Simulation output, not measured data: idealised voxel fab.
The following process module bears the name voxel trench capacitor.
In the cross-section labelled cut, the width is 225 nm and each square cell is 5 nm.
Think of the cross-section as a grid of square cells. We describe it in bands, top to bottom, and each band covers one or more rows of those cells.
Heads up on the band format: heights come first, top then bottom, in nm. After that it's the materials left to right, each with its width in nm. A single material flagged "all across" fills the whole band edge to edge, and "empty" means there's empty space there.
Where do heights start? At 0: under that level the wafer as delivered is made of one material only. And the lowest band has no floor; it just carries on downward, as in "0..down".
A width given as "30->40" starts at the first number in the band's top row and ends at the second number in its bottom row, shifting by an equal amount at every step from row to row.
Any step labelled "changes: none" changed none of the cells in the cross-section.
Listed in "Internal closed voids": every empty space of 8 or more cells without an open way to the top. Form: width x height at distance, the distance being from the left edge, all in nm.
On each step's line, the part that comes after the settings is the simulator's own comment on the step.
overlay nm: where the mask lay relative to plan, measured to the right, on steps with a mask; negatives go left.
THE PROCESS STEPS THAT WERE PLANNED ARE LISTED BELOW
1 RECEIVE [material Si]
2 CONFORMAL_DEP [material SiN] [thk nm 10]
3 MASKED_ETCH [tone open] [mask id TRENCH] [width nm 15] [pitch nm 45] [etch materials SiN] [depth nm 10] [overlay nm 0]
4 MASKED_ETCH [tone open] [mask id TRENCH] [width nm 15] [pitch nm 45] [etch materials Si] [depth nm 40] [overlay nm 0]
5 CONFORMAL_DEP [material SiO2] [thk nm 5]
6 FILL_DEP [material polySi] [thk nm 5]
7 CMP [height nm 10]
INCOMING WAFER, CROSS-SECTIONAL VIEW, POST STEP 1
    0..down | Si all across
    Internal closed voids: none
RESULT OF THE MODULE, CROSS-SECTIONED: START PER ABOVE, PLAN PER ABOVE, ONE ERROR IN HOW IT WAS RUN
    10..0 | 80 nm SiN | 5 nm SiO2 | 5 nm polySi | 5 nm SiO2 | 30 nm SiN | 5 nm SiO2 | 5 nm polySi | 5 nm SiO2 | 85 nm SiN
    0..-75 | 80 nm Si | 5 nm SiO2 | 5 nm polySi | 5 nm SiO2 | 30 nm Si | 5 nm SiO2 | 5 nm polySi | 5 nm SiO2 | 85 nm Si
    -75..-80 | 80 nm Si | 15 nm SiO2 | 30 nm Si | 15 nm SiO2 | 85 nm Si
    -80..down | Si all across
    Internal closed voids: none
Misprocessing identified: in the plan, step 4 was performed twice
